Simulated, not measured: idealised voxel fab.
Title: Process Module voxel capacitor over wiring
It is cross-section cut that appears here, measuring 300 nm in width, its square cells being 5 nm in size.
Square cells in a grid make up a cross-section in this document, and the grid is given as bands, listed from the top down, each one or more rows of cells.
Within each band entry, the heights of the top and of the bottom of the band appear first, in that order and in nm; the materials of the band then follow from left to right, each with its corresponding width in nm. The designation "edge to edge" on a single material indicates that it fills the band from edge to edge; the designation "blank" indicates empty space.
Where do heights start? At 0: under that level the wafer as delivered is made of one material only. And the lowest band has no floor; it just carries on downward, as in "top 0, no bottom".
So if you see something like "30->40" for the width, read it as the top row of the band sitting at the first number and the bottom row at the second, with every row in between moving by the same amount as the last.
"no modifications" after a step means that no cell of the cross-section changed.
"Sealed cavities" lists enclosed empty spaces (at least 8 cells, no open path upward to the top), each as width x height at distance from the left edge, in nm.
Heads up: the bit after the settings on a step's line is the simulator's remark on that step.
The "overlay nm" setting may appear on a step's line; for a step that uses a mask, it gives how far to the right of its planned position the mask lay, and a negative value indicates the left.
[Steps planned for the process]
| 1 | RECEIVE,material Si |
| 2 | CONFORMAL_DEP,material SiO2,thk nm 15 |
| 3 | DIRECTIONAL_DEP,material TiN,thk nm 5 |
| 4 | DIRECTIONAL_DEP,material W,thk nm 20 |
| 5 | PATTERN,tone cover,mask id METAL_1,material resist,width nm 25,pitch nm 75,thk nm 20,overlay nm 0 |
| 6 | DIRECTIONAL_ETCH,etch materials W,depth nm 20 |
| 7 | DIRECTIONAL_ETCH,etch materials TiN,depth nm 5 |
| 8 | STRIP,etch materials resist |
| 9 | CONFORMAL_DEP,material SiN,thk nm 5 |
| 10 | FILL_DEP,material lowk,thk nm 10 |
| 11 | CMP,height nm 40 |
| 12 | CONFORMAL_DEP,material SiCN,thk nm 5 |
| 13 | DIRECTIONAL_DEP,material SiO2,thk nm 20 |
| 14 | MASKED_ETCH,tone open,mask id PLUG_1,width nm 15,etch materials SiO2,depth nm 20,overlay nm 0 |
| 15 | MASKED_ETCH,tone open,mask id PLUG_1,width nm 15,etch materials SiCN,depth nm 5,overlay nm 0 |
| 16 | EPI,material Ru,thk nm 10 |
| 17 | EPI,material Ru,thk nm 10 |
| 18 | EPI,material Ru,thk nm 5 |
| 19 | DIRECTIONAL_DEP,material TiN,thk nm 10 |
| 20 | DIRECTIONAL_DEP,material HfO2,thk nm 5 |
| 21 | DIRECTIONAL_DEP,material TiN,thk nm 10 |
| 22 | MASKED_ETCH,tone cover,mask id UPPER_PLATE,width nm 45,etch materials TiN,depth nm 10,overlay nm 0 |
| 23 | MASKED_ETCH,tone cover,mask id UPPER_PLATE,width nm 55,etch materials HfO2,depth nm 5,overlay nm 0 |
| 24 | DIRECTIONAL_DEP,material aC,thk nm 15 |
| 25 | PATTERN,tone cover,mask id LOWER_PLATE,material resist,width nm 65,thk nm 35,overlay nm 0 |
| 26 | DIRECTIONAL_ETCH,etch materials aC,depth nm 15 |
| 27 | STRIP,etch materials resist |
| 28 | DIRECTIONAL_ETCH,etch materials TiN,depth nm 10 |
| 29 | STRIP,etch materials aC |
| 30 | FILL_DEP,material SiO2,thk nm 20 |
| 31 | CMP,height nm 105 |
| 32 | DIRECTIONAL_DEP,material aC,thk nm 10 |
| 33 | PATTERN,tone open,mask id PLUG_2,material resist,width nm 15,thk nm 25,overlay nm 0 |
| 34 | DIRECTIONAL_ETCH,etch materials aC,depth nm 10 |
| 35 | STRIP,etch materials resist |
| 36 | DIRECTIONAL_ETCH,etch materials SiO2,depth nm 15 |
| 37 | STRIP,etch materials aC |
| 38 | CONFORMAL_DEP,material TiN,thk nm 5 |
| 39 | FILL_DEP,material W,thk nm 5 |
| 40 | CMP,height nm 105 |
| 41 | CONFORMAL_DEP,material SiCN,thk nm 5 |
Quick note for whoever runs this: the wafers start identical, but the width nm at step 22 isn't the same across them. The plan just shows what the first wafer had.
[Cross-section of the first of several received wafers, showing its state after step 1]
top 0, no bottom | Si edge to edge
Sealed cavities: none
[Every row in this table is a wafer at the end of the module, and it gives, for each of the materials, the cells that wafer has gained (+) or lost (-) since it was received, then its closed voids]
width nm 45, +11 HfO2, +15 Ru, +117 SiCN, +66 SiN, +824 SiO2, +61 TiN, +42 W, +184 lowk, Sealed cavities: none
width nm 50, +11 HfO2, +15 Ru, +117 SiCN, +66 SiN, +822 SiO2, +63 TiN, +42 W, +184 lowk, Sealed cavities: none
width nm 55, +11 HfO2, +15 Ru, +117 SiCN, +66 SiN, +820 SiO2, +65 TiN, +42 W, +184 lowk, Sealed cavities: none
width nm 60, +12 HfO2, +15 Ru, +117 SiCN, +66 SiN, +817 SiO2, +67 TiN, +42 W, +184 lowk, Sealed cavities: none
width nm 65, +13 HfO2, +15 Ru, +117 SiCN, +66 SiN, +814 SiO2, +69 TiN, +42 W, +184 lowk, Sealed cavities: none
width nm 70, +14 HfO2, +15 Ru, +117 SiCN, +66 SiN, +811 SiO2, +71 TiN, +42 W, +184 lowk, Sealed cavities: none
